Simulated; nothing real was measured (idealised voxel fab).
The following is a process module called voxel tone inversion.
Section cut is 230 nm wide and gridded with 5 nm square cells.
Notation: cross-section as square-cell grid; stated in bands, top first, going down; one or more cell rows per band.
This entry defines a band. It first specifies the height of the band's top and the height of its bottom in nm, and then specifies the band's materials from left to right, stating each material with its width in nm. The word "full width" identifies a single material that fills the band from edge to edge, while the word "air" identifies empty space.
All heights in this document are referenced to 0, defined as the level beneath which the wafer, as received, consists entirely of one material. The lowest band is not bounded below; it extends indefinitely downward and is written in the form "top 0, no bottom".
The two numbers in a width such as "30..40" mark its ends across the band: the first belongs to the top row of cells, the second to the bottom row, and from each row to the next the width moves by the same amount.
Any step labelled "no modifications" changed none of the cells in the cross-section.
The entry "Tabulated closed voids" lists the empty spaces that cover at least 8 cells and have no open path to the top. Each is written as width x height at distance, where the distance is measured from the left edge and all three values are in nm.
On a step's line, text after the settings is the simulator commenting on that step.
Among the settings permitted on a step's line is "overlay nm"; applied to a step with a mask, it specifies the extent to which the mask lay to the right of its planned position, whereas a negative figure signifies a position to the left.
Guide to the pairs. Each holds a before and an after cross-section around one process step; the after cross-section is cut off at the lowest band that changed. Look under the pair for the step between them and its settings. Pairs can come from different runs of this module on the same starting wafer, so a pair follows on from the one above it only where its entry headed "Preceding state" says it does.

Preceding state
	top 0, no bottom | Si full width
	Tabulated closed voids: none

Resulting Cross-Section
	top 10, bottom 0 | SiCN full width
	No changes below 0.
	Tabulated closed voids: none
Relating the two cross-sections above, the step in between is CONFORMAL_DEP [material SiCN] [thk nm 10]

Preceding state: identical to the post-step cross-section of the immediately preceding pair.

Resulting Cross-Section
	top 30, bottom 10 | polySi full width
	No changes below 10.
	Tabulated closed voids: none
Relating the two cross-sections above, the step in between is DIRECTIONAL_DEP [material polySi] [thk nm 20]

Preceding state: identical to the post-step cross-section of the immediately preceding pair.

Resulting Cross-Section
	top 60, bottom 30 | air=65  resist=15  air=25  resist=15  air=25  resist=15  air=70
	No changes below 30.
	Tabulated closed voids: none
Relating the two cross-sections above, the step in between is PATTERN [tone cover] [mask id POSTS] [material resist] [width nm 15] [pitch nm 40] [thk nm 30] [overlay nm 0]

Preceding state: identical to the post-step cross-section of the immediately preceding pair.

Resulting Cross-Section
	top 60, bottom 30 | air=65  resist=15  air=25  resist=15  air=25  resist=15  air=70
	top 30, bottom 10 | air=65  polySi=15  air=25  polySi=15  air=25  polySi=15  air=70
	No changes below 10.
	Tabulated closed voids: none
Relating the two cross-sections above, the step in between is DIRECTIONAL_ETCH [etch materials polySi] [depth nm 20]

Preceding state: identical to the post-step cross-section of the immediately preceding pair.

Resulting Cross-Section
	top 30, bottom 10 | air=65  polySi=15  air=25  polySi=15  air=25  polySi=15  air=70
	No changes below 10.
	Tabulated closed voids: none
Relating the two cross-sections above, the step in between is STRIP [etch materials resist]

Preceding state: identical to the post-step cross-section of the immediately preceding pair.

Resulting Cross-Section
	top 40, bottom 30 | lowk full width
	top 30, bottom 10 | lowk=65  polySi=15  lowk=25  polySi=15  lowk=25  polySi=15  lowk=70
	No changes below 10.
	Tabulated closed voids: none
Relating the two cross-sections above, the step in between is FILL_DEP [material lowk] [thk nm 10]

Preceding state: identical to the post-step cross-section of the immediately preceding pair.

Resulting Cross-Section
	top 30, bottom 10 | lowk=65  polySi=15  lowk=25  polySi=15  lowk=25  polySi=15  lowk=70
	No changes below 10.
	Tabulated closed voids: none
Relating the two cross-sections above, the step in between is CMP [height nm 30]

Preceding state: identical to the post-step cross-section of the immediately preceding pair.

Resulting Cross-Section
	top 30, bottom 10 | lowk=65  air=15  lowk=25  air=15  lowk=25  air=15  lowk=70
	No changes below 10.
	Tabulated closed voids: none
Relating the two cross-sections above, the step in between is STRIP [etch materials polySi]

Preceding state: identical to the post-step cross-section of the immediately preceding pair.

Resulting Cross-Section
	top 35, bottom 30 | TiN=70  air=5  TiN=35  air=5  TiN=35  air=5  TiN=75
	top 30, bottom 15 | lowk=65  TiN=5  air=5  TiN=5  lowk=25  TiN=5  air=5  TiN=5  lowk=25  TiN=5  air=5  TiN=5  lowk=70
	top 15, bottom 10 | lowk=65  TiN=15  lowk=25  TiN=15  lowk=25  TiN=15  lowk=70
	No changes below 10.
	Tabulated closed voids: none
Relating the two cross-sections above, the step in between is CONFORMAL_DEP [material TiN] [thk nm 5]

Preceding state: identical to the post-step cross-section of the immediately preceding pair.

Resulting Cross-Section
	top 45, bottom 35 | Ru full width
	top 35, bottom 30 | TiN=70  Ru=5  TiN=35  Ru=5  TiN=35  Ru=5  TiN=75
	top 30, bottom 15 | lowk=65  TiN=5  Ru=5  TiN=5  lowk=25  TiN=5  Ru=5  TiN=5  lowk=25  TiN=5  Ru=5  TiN=5  lowk=70
	No changes below 15.
	Tabulated closed voids: none
Relating the two cross-sections above, the step in between is FILL_DEP [material Ru] [thk nm 10]

Preceding state: identical to the post-step cross-section of the immediately preceding pair.

Resulting Cross-Section
	top 30, bottom 15 | lowk=65  TiN=5  Ru=5  TiN=5  lowk=25  TiN=5  Ru=5  TiN=5  lowk=25  TiN=5  Ru=5  TiN=5  lowk=70
	No changes below 15.
	Tabulated closed voids: none
Relating the two cross-sections above, the step in between is CMP [height nm 30]

Preceding state: identical to the post-step cross-section of the immediately preceding pair.

Resulting Cross-Section
	top 35, bottom 30 | SiN full width
	No changes below 30.
	Tabulated closed voids: none
Relating the two cross-sections above, the step in between is CONFORMAL_DEP [material SiN] [thk nm 5]

Preceding state
	top 45, bottom 35 | Ru full width
	top 35, bottom 30 | TiN=70  Ru=5  TiN=35  Ru=5  TiN=35  Ru=5  TiN=75
	top 30, bottom 15 | lowk=65  TiN=5  Ru=5  TiN=5  lowk=25  TiN=5  Ru=5  TiN=5  lowk=25  TiN=5  Ru=5  TiN=5  lowk=70
	top 15, bottom 10 | lowk=65  TiN=15  lowk=25  TiN=15  lowk=25  TiN=15  lowk=70
	top 10, bottom 0 | SiCN full width
	top 0, no bottom | Si full width
	Tabulated closed voids: none

Resulting Cross-Section
	top 50, bottom 45 | SiN full width
	No changes below 45.
	Tabulated closed voids: none
Relating the two cross-sections above, the step in between is CONFORMAL_DEP [material SiN] [thk nm 5]

Preceding state
	top 0, no bottom | Si full width
	Tabulated closed voids: none

Resulting Cross-Section
	top 20, bottom 0 | polySi full width
	No changes below 0.
	Tabulated closed voids: none
Relating the two cross-sections above, the step in between is DIRECTIONAL_DEP [material polySi] [thk nm 20]

Preceding state: identical to the post-step cross-section of the immediately preceding pair.

Resulting Cross-Section
	top 30, bottom 20 | SiCN full width
	No changes below 20.
	Tabulated closed voids: none
Relating the two cross-sections above, the step in between is CONFORMAL_DEP [material SiCN] [thk nm 10]

Preceding state: identical to the post-step cross-section of the immediately preceding pair.

Resulting Cross-Section
	top 60, bottom 30 | air=65  resist=15  air=25  resist=15  air=25  resist=15  air=70
	No changes below 30.
	Tabulated closed voids: none
Relating the two cross-sections above, the step in between is PATTERN [tone cover] [mask id POSTS] [material resist] [width nm 15] [pitch nm 40] [thk nm 30] [overlay nm 0]

Preceding state: identical to the post-step cross-section of the immediately preceding pair.

Resulting Cross-Section
	top 30, bottom 20 | SiCN full width
	No changes below 20.
	Tabulated closed voids: none
Relating the two cross-sections above, the step in between is STRIP [etch materials resist]

Preceding state: identical to the post-step cross-section of the immediately preceding pair.

Resulting Cross-Section
	top 40, bottom 30 | lowk full width
	No changes below 30.
	Tabulated closed voids: none
Relating the two cross-sections above, the step in between is FILL_DEP [material lowk] [thk nm 10]

Preceding state: identical to the post-step cross-section of the immediately preceding pair.

Resulting Cross-Section
	top 30, bottom 20 | SiCN full width
	No changes below 20.
	Tabulated closed voids: none
Relating the two cross-sections above, the step in between is CMP [height nm 30]

Preceding state: identical to the post-step cross-section of the immediately preceding pair.

Resulting Cross-Section
	top 35, bottom 30 | TiN full width
	No changes below 30.
	Tabulated closed voids: none
Relating the two cross-sections above, the step in between is CONFORMAL_DEP [material TiN] [thk nm 5]

Preceding state: identical to the post-step cross-section of the immediately preceding pair.

Resulting Cross-Section
	top 45, bottom 35 | Ru full width
	No changes below 35.
	Tabulated closed voids: none
Relating the two cross-sections above, the step in between is FILL_DEP [material Ru] [thk nm 10]

Preceding state: identical to the post-step cross-section of the immediately preceding pair.

Resulting Cross-Section
	top 30, bottom 20 | SiCN full width
	No changes below 20.
	Tabulated closed voids: none
Relating the two cross-sections above, the step in between is CMP [height nm 30]

Preceding state: identical to the post-step cross-section of the immediately preceding pair.

Resulting Cross-Section
	top 35, bottom 30 | SiN full width
	No changes below 30.
	Tabulated closed voids: none
Relating the two cross-sections above, the step in between is CONFORMAL_DEP [material SiN] [thk nm 5]

Preceding state
	top 40, bottom 30 | lowk full width
	top 30, bottom 10 | lowk=65  polySi=15  lowk=25  polySi=15  lowk=25  polySi=15  lowk=70
	top 10, bottom 0 | SiCN full width
	top 0, no bottom | Si full width
	Tabulated closed voids: none

Resulting Cross-Section
	top 25, bottom 10 | lowk=65  polySi=15  lowk=25  polySi=15  lowk=25  polySi=15  lowk=70
	No changes below 10.
	Tabulated closed voids: none
Relating the two cross-sections above, the step in between is CMP [height nm 25]

Preceding state: identical to the post-step cross-section of the immediately preceding pair.

Resulting Cross-Section
	top 25, bottom 10 | lowk=65  air=15  lowk=25  air=15  lowk=25  air=15  lowk=70
	No changes below 10.
	Tabulated closed voids: none
Relating the two cross-sections above, the step in between is STRIP [etch materials polySi]

Preceding state: identical to the post-step cross-section of the immediately preceding pair.

Resulting Cross-Section
	top 30, bottom 25 | TiN=70  air=5  TiN=35  air=5  TiN=35  air=5  TiN=75
	top 25, bottom 15 | lowk=65  TiN=5  air=5  TiN=5  lowk=25  TiN=5  air=5  TiN=5  lowk=25  TiN=5  air=5  TiN=5  lowk=70
	top 15, bottom 10 | lowk=65  TiN=15  lowk=25  TiN=15  lowk=25  TiN=15  lowk=70
	No changes below 10.
	Tabulated closed voids: none
Relating the two cross-sections above, the step in between is CONFORMAL_DEP [material TiN] [thk nm 5]

Preceding state: identical to the post-step cross-section of the immediately preceding pair.

Resulting Cross-Section
	top 40, bottom 30 | Ru full width
	top 30, bottom 25 | TiN=70  Ru=5  TiN=35  Ru=5  TiN=35  Ru=5  TiN=75
	top 25, bottom 15 | lowk=65  TiN=5  Ru=5  TiN=5  lowk=25  TiN=5  Ru=5  TiN=5  lowk=25  TiN=5  Ru=5  TiN=5  lowk=70
	No changes below 15.
	Tabulated closed voids: none
Relating the two cross-sections above, the step in between is FILL_DEP [material Ru] [thk nm 10]

Preceding state: identical to the post-step cross-section of the immediately preceding pair.

Resulting Cross-Section
	top 30, bottom 25 | TiN=70  Ru=5  TiN=35  Ru=5  TiN=35  Ru=5  TiN=75
	No changes below 25.
	Tabulated closed voids: none
Relating the two cross-sections above, the step in between is CMP [height nm 30]

Preceding state: identical to the post-step cross-section of the immediately preceding pair.

Resulting Cross-Section
	top 35, bottom 30 | SiN full width
	No changes below 30.
	Tabulated closed voids: none
Relating the two cross-sections above, the step in between is CONFORMAL_DEP [material SiN] [thk nm 5]

Preceding state
	top 30, bottom 10 | polySi full width
	top 10, bottom 0 | SiCN full width
	top 0, no bottom | Si full width
	Tabulated closed voids: none

Resulting Cross-Section
	top 60, bottom 30 | air=60  resist=25  air=15  resist=25  air=15  resist=25  air=65
	No changes below 30.
	Tabulated closed voids: none
Relating the two cross-sections above, the step in between is PATTERN [tone cover] [mask id POSTS] [material resist] [width nm 25] [pitch nm 40] [thk nm 30] [overlay nm 0]

Preceding state: identical to the post-step cross-section of the immediately preceding pair.

Resulting Cross-Section
	top 60, bottom 30 | air=60  resist=25  air=15  resist=25  air=15  resist=25  air=65
	top 30, bottom 10 | air=60  polySi=25  air=15  polySi=25  air=15  polySi=25  air=65
	No changes below 10.
	Tabulated closed voids: none
Relating the two cross-sections above, the step in between is DIRECTIONAL_ETCH [etch materials polySi] [depth nm 20]

Preceding state: identical to the post-step cross-section of the immediately preceding pair.

Resulting Cross-Section
	top 30, bottom 10 | air=60  polySi=25  air=15  polySi=25  air=15  polySi=25  air=65
	No changes below 10.
	Tabulated closed voids: none
Relating the two cross-sections above, the step in between is STRIP [etch materials resist]

Preceding state: identical to the post-step cross-section of the immediately preceding pair.

Resulting Cross-Section
	top 40, bottom 30 | lowk full width
	top 30, bottom 10 | lowk=60  polySi=25  lowk=15  polySi=25  lowk=15  polySi=25  lowk=65
	No changes below 10.
	Tabulated closed voids: none
Relating the two cross-sections above, the step in between is FILL_DEP [material lowk] [thk nm 10]

Preceding state: identical to the post-step cross-section of the immediately preceding pair.

Resulting Cross-Section
	top 30, bottom 10 | lowk=60  polySi=25  lowk=15  polySi=25  lowk=15  polySi=25  lowk=65
	No changes below 10.
	Tabulated closed voids: none
Relating the two cross-sections above, the step in between is CMP [height nm 30]

Preceding state: identical to the post-step cross-section of the immediately preceding pair.

Resulting Cross-Section
	top 30, bottom 10 | lowk=60  air=25  lowk=15  air=25  lowk=15  air=25  lowk=65
	No changes below 10.
	Tabulated closed voids: none
Relating the two cross-sections above, the step in between is STRIP [etch materials polySi]

Preceding state: identical to the post-step cross-section of the immediately preceding pair.

Resulting Cross-Section
	top 35, bottom 30 | TiN=65  air=15  TiN=25  air=15  TiN=25  air=15  TiN=70
	top 30, bottom 15 | lowk=60  TiN=5  air=15  TiN=5  lowk=15  TiN=5  air=15  TiN=5  lowk=15  TiN=5  air=15  TiN=5  lowk=65
	top 15, bottom 10 | lowk=60  TiN=25  lowk=15  TiN=25  lowk=15  TiN=25  lowk=65
	No changes below 10.
	Tabulated closed voids: none
Relating the two cross-sections above, the step in between is CONFORMAL_DEP [material TiN] [thk nm 5]

Preceding state: identical to the post-step cross-section of the immediately preceding pair.

Resulting Cross-Section
	top 45, bottom 35 | Ru full width
	top 35, bottom 30 | TiN=65  Ru=15  TiN=25  Ru=15  TiN=25  Ru=15  TiN=70
	top 30, bottom 15 | lowk=60  TiN=5  Ru=15  TiN=5  lowk=15  TiN=5  Ru=15  TiN=5  lowk=15  TiN=5  Ru=15  TiN=5  lowk=65
	No changes below 15.
	Tabulated closed voids: none
Relating the two cross-sections above, the step in between is FILL_DEP [material Ru] [thk nm 10]

Preceding state: identical to the post-step cross-section of the immediately preceding pair.

Resulting Cross-Section
	top 30, bottom 15 | lowk=60  TiN=5  Ru=15  TiN=5  lowk=15  TiN=5  Ru=15  TiN=5  lowk=15  TiN=5  Ru=15  TiN=5  lowk=65
	No changes below 15.
	Tabulated closed voids: none
Relating the two cross-sections above, the step in between is CMP [height nm 30]

Preceding state: identical to the post-step cross-section of the immediately preceding pair.

Resulting Cross-Section
	top 35, bottom 30 | SiN full width
	No changes below 30.
	Tabulated closed voids: none
Relating the two cross-sections above, the step in between is CONFORMAL_DEP [material SiN] [thk nm 5]

Preceding state
	top 30, bottom 10 | polySi full width
	top 10, bottom 0 | SiCN full width
	top 0, no bottom | Si full width
	Tabulated closed voids: none

Resulting Cross-Section
	top 60, bottom 30 | air=55  resist=15  air=25  resist=15  air=25  resist=15  air=80
	No changes below 30.
	Tabulated closed voids: none
Relating the two cross-sections above, the step in between is PATTERN [tone cover] [mask id POSTS] [material resist] [width nm 15] [pitch nm 40] [thk nm 30] [overlay nm -10]

Preceding state: identical to the post-step cross-section of the immediately preceding pair.

Resulting Cross-Section
	top 60, bottom 30 | air=55  resist=15  air=25  resist=15  air=25  resist=15  air=80
	top 30, bottom 10 | air=55  polySi=15  air=25  polySi=15  air=25  polySi=15  air=80
	No changes below 10.
	Tabulated closed voids: none
Relating the two cross-sections above, the step in between is DIRECTIONAL_ETCH [etch materials polySi] [depth nm 20]

Preceding state: identical to the post-step cross-section of the immediately preceding pair.

Resulting Cross-Section
	top 30, bottom 10 | air=55  polySi=15  air=25  polySi=15  air=25  polySi=15  air=80
	No changes below 10.
	Tabulated closed voids: none
Relating the two cross-sections above, the step in between is STRIP [etch materials resist]

Preceding state: identical to the post-step cross-section of the immediately preceding pair.

Resulting Cross-Section
	top 40, bottom 30 | lowk full width
	top 30, bottom 10 | lowk=55  polySi=15  lowk=25  polySi=15  lowk=25  polySi=15  lowk=80
	No changes below 10.
	Tabulated closed voids: none
Relating the two cross-sections above, the step in between is FILL_DEP [material lowk] [thk nm 10]

Preceding state: identical to the post-step cross-section of the immediately preceding pair.

Resulting Cross-Section
	top 30, bottom 10 | lowk=55  polySi=15  lowk=25  polySi=15  lowk=25  polySi=15  lowk=80
	No changes below 10.
	Tabulated closed voids: none
Relating the two cross-sections above, the step in between is CMP [height nm 30]

Preceding state: identical to the post-step cross-section of the immediately preceding pair.

Resulting Cross-Section
	top 30, bottom 10 | lowk=55  air=15  lowk=25  air=15  lowk=25  air=15  lowk=80
	No changes below 10.
	Tabulated closed voids: none
Relating the two cross-sections above, the step in between is STRIP [etch materials polySi]

Preceding state: identical to the post-step cross-section of the immediately preceding pair.

Resulting Cross-Section
	top 35, bottom 30 | TiN=60  air=5  TiN=35  air=5  TiN=35  air=5  TiN=85
	top 30, bottom 15 | lowk=55  TiN=5  air=5  TiN=5  lowk=25  TiN=5  air=5  TiN=5  lowk=25  TiN=5  air=5  TiN=5  lowk=80
	top 15, bottom 10 | lowk=55  TiN=15  lowk=25  TiN=15  lowk=25  TiN=15  lowk=80
	No changes below 10.
	Tabulated closed voids: none
Relating the two cross-sections above, the step in between is CONFORMAL_DEP [material TiN] [thk nm 5]

Preceding state: identical to the post-step cross-section of the immediately preceding pair.

Resulting Cross-Section
	top 45, bottom 35 | Ru full width
	top 35, bottom 30 | TiN=60  Ru=5  TiN=35  Ru=5  TiN=35  Ru=5  TiN=85
	top 30, bottom 15 | lowk=55  TiN=5  Ru=5  TiN=5  lowk=25  TiN=5  Ru=5  TiN=5  lowk=25  TiN=5  Ru=5  TiN=5  lowk=80
	No changes below 15.
	Tabulated closed voids: none
Relating the two cross-sections above, the step in between is FILL_DEP [material Ru] [thk nm 10]

Preceding state: identical to the post-step cross-section of the immediately preceding pair.

Resulting Cross-Section
	top 30, bottom 15 | lowk=55  TiN=5  Ru=5  TiN=5  lowk=25  TiN=5  Ru=5  TiN=5  lowk=25  TiN=5  Ru=5  TiN=5  lowk=80
	No changes below 15.
	Tabulated closed voids: none
Relating the two cross-sections above, the step in between is CMP [height nm 30]

Preceding state: identical to the post-step cross-section of the immediately preceding pair.

Resulting Cross-Section
	top 35, bottom 30 | SiN full width
	No changes below 30.
	Tabulated closed voids: none
Relating the two cross-sections above, the step in between is CONFORMAL_DEP [material SiN] [thk nm 5]

Preceding state
	top 35, bottom 30 | TiN=70  air=5  TiN=35  air=5  TiN=35  air=5  TiN=75
	top 30, bottom 15 | lowk=65  TiN=5  air=5  TiN=5  lowk=25  TiN=5  air=5  TiN=5  lowk=25  TiN=5  air=5  TiN=5  lowk=70
	top 15, bottom 10 | lowk=65  TiN=15  lowk=25  TiN=15  lowk=25  TiN=15  lowk=70
	top 10, bottom 0 | SiCN full width
	top 0, no bottom | Si full width
	Tabulated closed voids: none

Resulting Cross-Section
	top 45, bottom 35 | SiCN full width
	top 35, bottom 30 | TiN=70  SiCN=5  TiN=35  SiCN=5  TiN=35  SiCN=5  TiN=75
	top 30, bottom 15 | lowk=65  TiN=5  SiCN=5  TiN=5  lowk=25  TiN=5  SiCN=5  TiN=5  lowk=25  TiN=5  SiCN=5  TiN=5  lowk=70
	No changes below 15.
	Tabulated closed voids: none
Relating the two cross-sections above, the step in between is FILL_DEP [material SiCN] [thk nm 10]

Preceding state: identical to the post-step cross-section of the immediately preceding pair.

Resulting Cross-Section
	top 30, bottom 15 | lowk=65  TiN=5  SiCN=5  TiN=5  lowk=25  TiN=5  SiCN=5  TiN=5  lowk=25  TiN=5  SiCN=5  TiN=5  lowk=70
	No changes below 15.
	Tabulated closed voids: none
Relating the two cross-sections above, the step in between is CMP [height nm 30]

Preceding state: identical to the post-step cross-section of the immediately preceding pair.

Resulting Cross-Section
	top 35, bottom 30 | SiN full width
	No changes below 30.
	Tabulated closed voids: none
Relating the two cross-sections above, the step in between is CONFORMAL_DEP [material SiN] [thk nm 5]

Preceding state
	top 30, bottom 10 | polySi full width
	top 10, bottom 0 | SiCN full width
	top 0, no bottom | Si full width
	Tabulated closed voids: none

Resulting Cross-Section
	top 60, bottom 30 | resist=65  air=15  resist=25  air=15  resist=25  air=15  resist=70
	No changes below 30.
	Tabulated closed voids: none
Relating the two cross-sections above, the step in between is PATTERN [tone open] [mask id POSTS] [material resist] [width nm 15] [pitch nm 40] [thk nm 30] [overlay nm 0]

Preceding state: identical to the post-step cross-section of the immediately preceding pair.

Resulting Cross-Section
	top 60, bottom 30 | resist=65  air=15  resist=25  air=15  resist=25  air=15  resist=70
	top 30, bottom 10 | polySi=65  air=15  polySi=25  air=15  polySi=25  air=15  polySi=70
	No changes below 10.
	Tabulated closed voids: none
Relating the two cross-sections above, the step in between is DIRECTIONAL_ETCH [etch materials polySi] [depth nm 20]

Preceding state: identical to the post-step cross-section of the immediately preceding pair.

Resulting Cross-Section
	top 30, bottom 10 | polySi=65  air=15  polySi=25  air=15  polySi=25  air=15  polySi=70
	No changes below 10.
	Tabulated closed voids: none
Relating the two cross-sections above, the step in between is STRIP [etch materials resist]

Preceding state: identical to the post-step cross-section of the immediately preceding pair.

Resulting Cross-Section
	top 40, bottom 30 | lowk full width
	top 30, bottom 10 | polySi=65  lowk=15  polySi=25  lowk=15  polySi=25  lowk=15  polySi=70
	No changes below 10.
	Tabulated closed voids: none
Relating the two cross-sections above, the step in between is FILL_DEP [material lowk] [thk nm 10]

Preceding state: identical to the post-step cross-section of the immediately preceding pair.

Resulting Cross-Section
	top 30, bottom 10 | polySi=65  lowk=15  polySi=25  lowk=15  polySi=25  lowk=15  polySi=70
	No changes below 10.
	Tabulated closed voids: none
Relating the two cross-sections above, the step in between is CMP [height nm 30]

Preceding state: identical to the post-step cross-section of the immediately preceding pair.

Resulting Cross-Section
	top 30, bottom 10 | air=65  lowk=15  air=25  lowk=15  air=25  lowk=15  air=70
	No changes below 10.
	Tabulated closed voids: none
Relating the two cross-sections above, the step in between is STRIP [etch materials polySi]

Preceding state: identical to the post-step cross-section of the immediately preceding pair.

Resulting Cross-Section
	top 35, bottom 30 | air=60  TiN=25  air=15  TiN=25  air=15  TiN=25  air=65
	top 30, bottom 15 | air=60  TiN=5  lowk=15  TiN=5  air=15  TiN=5  lowk=15  TiN=5  air=15  TiN=5  lowk=15  TiN=5  air=65
	top 15, bottom 10 | TiN=65  lowk=15  TiN=25  lowk=15  TiN=25  lowk=15  TiN=70
	No changes below 10.
	Tabulated closed voids: none
Relating the two cross-sections above, the step in between is CONFORMAL_DEP [material TiN] [thk nm 5]

Preceding state: identical to the post-step cross-section of the immediately preceding pair.

Resulting Cross-Section
	top 45, bottom 35 | Ru full width
	top 35, bottom 30 | Ru=60  TiN=25  Ru=15  TiN=25  Ru=15  TiN=25  Ru=65
	top 30, bottom 15 | Ru=60  TiN=5  lowk=15  TiN=5  Ru=15  TiN=5  lowk=15  TiN=5  Ru=15  TiN=5  lowk=15  TiN=5  Ru=65
	No changes below 15.
	Tabulated closed voids: none
Relating the two cross-sections above, the step in between is FILL_DEP [material Ru] [thk nm 10]

Preceding state: identical to the post-step cross-section of the immediately preceding pair.

Resulting Cross-Section
	top 30, bottom 15 | Ru=60  TiN=5  lowk=15  TiN=5  Ru=15  TiN=5  lowk=15  TiN=5  Ru=15  TiN=5  lowk=15  TiN=5  Ru=65
	No changes below 15.
	Tabulated closed voids: none
Relating the two cross-sections above, the step in between is CMP [height nm 30]

Preceding state: identical to the post-step cross-section of the immediately preceding pair.

Resulting Cross-Section
	top 35, bottom 30 | SiN full width
	No changes below 30.
	Tabulated closed voids: none
Relating the two cross-sections above, the step in between is CONFORMAL_DEP [material SiN] [thk nm 5]
